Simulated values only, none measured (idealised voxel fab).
voxel wiring stack: a process module
We display cut, a cross-section 230 nm in width whose square cells are each 5 nm.
Think of the cross-section as a grid of square cells. We describe it in bands, top to bottom, and each band covers one or more rows of those cells. Per band: top height and bottom height in nm, followed by the left-to-right materials and their widths in nm; "edge to edge" marks a single material spanning edge to edge, "air" marks empty space. The reference from which all heights are counted is 0, the level beneath which the as-received wafer is entirely one material; the lowest band, having no lower bound, proceeds downward and is written after the example "top 0, no bottom". The width entry "30..40" should be interpreted row by row: the top row of cells in the band takes the first number, the bottom row takes the second number, and the change between adjacent rows is uniform throughout. The designation "all unchanged", where it is given for a processing step, indicates that no cell of the cross-section was altered in the course of that step. Closed-off voids of 8+ cells (no open route to the top) go in "Enclosed void inventory", written width x height at distance from the left edge, in nm. Text after the settings on a step's line: the simulator's own remark on that step. You can add "overlay nm" to a step's line. For a step with a mask, it describes how far the mask lay to the right of its planned position, and a negative number describes a lay to the left.

## The steps planned for the process are as follows
1,RECEIVE [material Si]
2,CONFORMAL_DEP [material SiO2] [thk nm 15]
3,DIRECTIONAL_DEP [material TiN] [thk nm 5]
4,DIRECTIONAL_DEP [material W] [thk nm 25]
5,DIRECTIONAL_DEP [material aC] [thk nm 15]
6,PATTERN [tone cover] [mask id METAL_1] [material resist] [width nm 25] [pitch nm 40] [thk nm 30] [overlay nm 0]
7,DIRECTIONAL_ETCH [etch materials aC] [depth nm 15]
8,STRIP [etch materials resist]
9,DIRECTIONAL_ETCH [etch materials W] [depth nm 25]
10,DIRECTIONAL_ETCH [etch materials TiN] [depth nm 5]
11,STRIP [etch materials aC]
12,FILL_DEP [material lowk] [thk nm 5]
13,CMP [height nm 45]
14,CONFORMAL_DEP [material SiCN] [thk nm 5]
15,DIRECTIONAL_DEP [material SiO2] [thk nm 15]
16,DIRECTIONAL_DEP [material aC] [thk nm 10]
17,PATTERN [tone open] [mask id PLUG_1] [material resist] [width nm 15] [pitch nm 80] [thk nm 25] [overlay nm 0]
18,DIRECTIONAL_ETCH [etch materials aC] [depth nm 10]
19,STRIP [etch materials resist]
20,DIRECTIONAL_ETCH [etch materials SiO2] [depth nm 15]
21,DIRECTIONAL_ETCH [etch materials SiCN] [depth nm 5]
22,STRIP [etch materials aC]
23,EPI [material Ru] [thk nm 10]
24,EPI [material Ru] [thk nm 10]
25,DIRECTIONAL_DEP [material TiN] [thk nm 5]
26,DIRECTIONAL_DEP [material W] [thk nm 15]
27,MASKED_ETCH [tone cover] [mask id METAL_2] [width nm 25] [pitch nm 40] [etch materials W] [depth nm 15] [overlay nm 0]
28,MASKED_ETCH [tone cover] [mask id METAL_2] [width nm 25] [pitch nm 40] [etch materials TiN] [depth nm 5] [overlay nm 0]
29,CONFORMAL_DEP [material SiN] [thk nm 5]
30,FILL_DEP [material SiO2] [thk nm 5]
31,CMP [height nm 85]
32,CONFORMAL_DEP [material SiCN] [thk nm 5]
33,DIRECTIONAL_DEP [material lowk] [thk nm 25]
34,DIRECTIONAL_DEP [material aC] [thk nm 15]
35,PATTERN [tone open] [mask id METAL_3_HOLES] [material resist] [width nm 15] [pitch nm 40] [thk nm 35] [overlay nm 0]
36,DIRECTIONAL_ETCH [etch materials aC] [depth nm 15]
37,STRIP [etch materials resist]
38,DIRECTIONAL_ETCH [etch materials lowk] [depth nm 25]
39,STRIP [etch materials aC]
40,DIRECTIONAL_DEP [material aC] [thk nm 10]
41,PATTERN [tone open] [mask id METAL_3] [material resist] [width nm 25] [pitch nm 40] [thk nm 25] [overlay nm 0]
42,DIRECTIONAL_ETCH [etch materials aC] [depth nm 10]
43,STRIP [etch materials resist]
44,DIRECTIONAL_ETCH [etch materials lowk] [depth nm 15]
45,DIRECTIONAL_ETCH [etch materials SiCN] [depth nm 5]
46,STRIP [etch materials aC]
47,CONFORMAL_DEP [material TiN] [thk nm 5]
48,FILL_DEP [material Ru] [thk nm 5]
49,CMP [height nm 115]
50,CONFORMAL_DEP [material SiCN] [thk nm 5]
51,DIRECTIONAL_DEP [material lowk] [thk nm 15]
52,PATTERN [tone open] [mask id PLUG_3] [material resist] [width nm 15] [pitch nm 80] [thk nm 15] [overlay nm 0]
53,DIRECTIONAL_ETCH [etch materials lowk] [depth nm 15]
54,DIRECTIONAL_ETCH [etch materials SiCN] [depth nm 5]
55,STRIP [etch materials resist]
56,CONFORMAL_DEP [material TiN] [thk nm 5]
57,FILL_DEP [material W] [thk nm 5]
58,CMP [height nm 135]
59,DIRECTIONAL_DEP [material TiN] [thk nm 5]
60,DIRECTIONAL_DEP [material W] [thk nm 15]
61,PATTERN [tone cover] [mask id METAL_4] [material resist] [width nm 25] [pitch nm 40] [thk nm 15] [overlay nm 0]
62,DIRECTIONAL_ETCH [etch materials W] [depth nm 15]
63,DIRECTIONAL_ETCH [etch materials TiN] [depth nm 5]
64,STRIP [etch materials resist]
65,FILL_DEP [material lowk] [thk nm 10]
66,CMP [height nm 155]
67,CONFORMAL_DEP [material SiCN] [thk nm 5]

## This is the cross-section of the wafer as we received it, i.e. after step 1
	top 0, no bottom | Si edge to edge
	Enclosed void inventory: none

## Module complete - cross-section of the first of two wafers, run according to plan
	top 160, bottom 155 | SiCN edge to edge
	top 155, bottom 140 | lowk 40 nm | W 25 nm | lowk 15 nm | W 25 nm | lowk 15 nm | W 25 nm | lowk 15 nm | W 25 nm | lowk 45 nm
	top 140, bottom 135 | lowk 40 nm | TiN 25 nm | lowk 15 nm | TiN 25 nm | lowk 15 nm | TiN 25 nm | lowk 15 nm | TiN 25 nm | lowk 45 nm
	top 135, bottom 120 | lowk 40 nm | TiN 5 nm | W 5 nm | TiN 5 nm | lowk 65 nm | TiN 5 nm | W 5 nm | TiN 5 nm | lowk 95 nm
	top 120, bottom 115 | SiCN 40 nm | TiN 15 nm | SiCN 65 nm | TiN 15 nm | SiCN 95 nm
	top 115, bottom 105 | lowk 40 nm | TiN 5 nm | Ru 15 nm | TiN 5 nm | lowk 15 nm | TiN 5 nm | Ru 15 nm | TiN 5 nm | lowk 15 nm | TiN 5 nm | Ru 15 nm | TiN 5 nm | lowk 15 nm | TiN 5 nm | Ru 15 nm | TiN 5 nm | lowk 45 nm
	top 105, bottom 100 | lowk 40 nm | TiN 5 nm | Ru 5 nm | TiN 15 nm | lowk 15 nm | TiN 5 nm | Ru 5 nm | TiN 15 nm | lowk 15 nm | TiN 5 nm | Ru 5 nm | TiN 15 nm | lowk 15 nm | TiN 5 nm | Ru 5 nm | TiN 15 nm | lowk 45 nm
	top 100, bottom 90 | lowk 40 nm | TiN 5 nm | Ru 5 nm | TiN 5 nm | lowk 25 nm | TiN 5 nm | Ru 5 nm | TiN 5 nm | lowk 25 nm | TiN 5 nm | Ru 5 nm | TiN 5 nm | lowk 25 nm | TiN 5 nm | Ru 5 nm | TiN 5 nm | lowk 55 nm
	top 90, bottom 85 | SiCN 40 nm | TiN 15 nm | SiCN 25 nm | TiN 15 nm | SiCN 25 nm | TiN 15 nm | SiCN 25 nm | TiN 15 nm | SiCN 55 nm
	top 85, bottom 70 | SiO2 35 nm | SiN 5 nm | W 25 nm | SiN 5 nm | SiO2 5 nm | SiN 5 nm | W 25 nm | SiN 5 nm | SiO2 5 nm | SiN 5 nm | W 25 nm | SiN 5 nm | SiO2 5 nm | SiN 5 nm | W 25 nm | SiN 5 nm | SiO2 40 nm
	top 70, bottom 65 | SiN 40 nm | TiN 25 nm | SiN 15 nm | TiN 25 nm | SiN 15 nm | TiN 25 nm | SiN 15 nm | TiN 25 nm | SiN 45 nm
	top 65, bottom 50 | SiO2 40 nm | Ru 15 nm | SiO2 65 nm | Ru 15 nm | SiO2 95 nm
	top 50, bottom 45 | SiCN 40 nm | Ru 15 nm | SiCN 65 nm | Ru 15 nm | SiCN 95 nm
	top 45, bottom 20 | lowk 40 nm | W 25 nm | lowk 15 nm | W 25 nm | lowk 15 nm | W 25 nm | lowk 15 nm | W 25 nm | lowk 45 nm
	top 20, bottom 15 | lowk 40 nm | TiN 25 nm | lowk 15 nm | TiN 25 nm | lowk 15 nm | TiN 25 nm | lowk 15 nm | TiN 25 nm | lowk 45 nm
	top 15, bottom 0 | SiO2 edge to edge
	top 0, no bottom | Si edge to edge
	Enclosed void inventory: none

## Wafer two (of two), end-of-module cross-section: start = wafer one, plan = wafer one, one run mistake
	top 160, bottom 155 | SiCN edge to edge
	top 155, bottom 140 | lowk 40 nm | W 25 nm | lowk 15 nm | W 25 nm | lowk 15 nm | W 25 nm | lowk 15 nm | W 25 nm | lowk 45 nm
	top 140, bottom 135 | lowk 40 nm | TiN 25 nm | lowk 15 nm | TiN 25 nm | lowk 15 nm | TiN 25 nm | lowk 15 nm | TiN 25 nm | lowk 45 nm
	top 135, bottom 120 | lowk 30 nm | TiN 5 nm | W 5 nm | TiN 5 nm | lowk 65 nm | TiN 5 nm | W 5 nm | TiN 5 nm | lowk 105 nm
	top 120, bottom 115 | SiCN 30 nm | TiN 15 nm | SiCN 65 nm | TiN 15 nm | SiCN 105 nm
	top 115, bottom 105 | lowk 40 nm | TiN 5 nm | Ru 15 nm | TiN 5 nm | lowk 15 nm | TiN 5 nm | Ru 15 nm | TiN 5 nm | lowk 15 nm | TiN 5 nm | Ru 15 nm | TiN 5 nm | lowk 15 nm | TiN 5 nm | Ru 15 nm | TiN 5 nm | lowk 45 nm
	top 105, bottom 100 | lowk 40 nm | TiN 5 nm | Ru 5 nm | TiN 15 nm | lowk 15 nm | TiN 5 nm | Ru 5 nm | TiN 15 nm | lowk 15 nm | TiN 5 nm | Ru 5 nm | TiN 15 nm | lowk 15 nm | TiN 5 nm | Ru 5 nm | TiN 15 nm | lowk 45 nm
	top 100, bottom 90 | lowk 40 nm | TiN 5 nm | Ru 5 nm | TiN 5 nm | lowk 25 nm | TiN 5 nm | Ru 5 nm | TiN 5 nm | lowk 25 nm | TiN 5 nm | Ru 5 nm | TiN 5 nm | lowk 25 nm | TiN 5 nm | Ru 5 nm | TiN 5 nm | lowk 55 nm
	top 90, bottom 85 | SiCN 40 nm | TiN 15 nm | SiCN 25 nm | TiN 15 nm | SiCN 25 nm | TiN 15 nm | SiCN 25 nm | TiN 15 nm | SiCN 55 nm
	top 85, bottom 70 | SiO2 35 nm | SiN 5 nm | W 25 nm | SiN 5 nm | SiO2 5 nm | SiN 5 nm | W 25 nm | SiN 5 nm | SiO2 5 nm | SiN 5 nm | W 25 nm | SiN 5 nm | SiO2 5 nm | SiN 5 nm | W 25 nm | SiN 5 nm | SiO2 40 nm
	top 70, bottom 65 | SiN 40 nm | TiN 25 nm | SiN 15 nm | TiN 25 nm | SiN 15 nm | TiN 25 nm | SiN 15 nm | TiN 25 nm | SiN 45 nm
	top 65, bottom 50 | SiO2 40 nm | Ru 15 nm | SiO2 65 nm | Ru 15 nm | SiO2 95 nm
	top 50, bottom 45 | SiCN 40 nm | Ru 15 nm | SiCN 65 nm | Ru 15 nm | SiCN 95 nm
	top 45, bottom 20 | lowk 40 nm | W 25 nm | lowk 15 nm | W 25 nm | lowk 15 nm | W 25 nm | lowk 15 nm | W 25 nm | lowk 45 nm
	top 20, bottom 15 | lowk 40 nm | TiN 25 nm | lowk 15 nm | TiN 25 nm | lowk 15 nm | TiN 25 nm | lowk 15 nm | TiN 25 nm | lowk 45 nm
	top 15, bottom 0 | SiO2 edge to edge
	top 0, no bottom | Si edge to edge
	Enclosed void inventory: none
In executing the process, a mistake was made relative to the plan: step 52, actual vs plan mismatch, actual run PATTERN [tone open] [mask id PLUG_3] [material resist] [width nm 15] [pitch nm 80] [thk nm 15] [overlay nm -10]
Upon completion, the cell count for each material on the second wafer equals that on the first, whereas the spatial distribution of those cells differs.
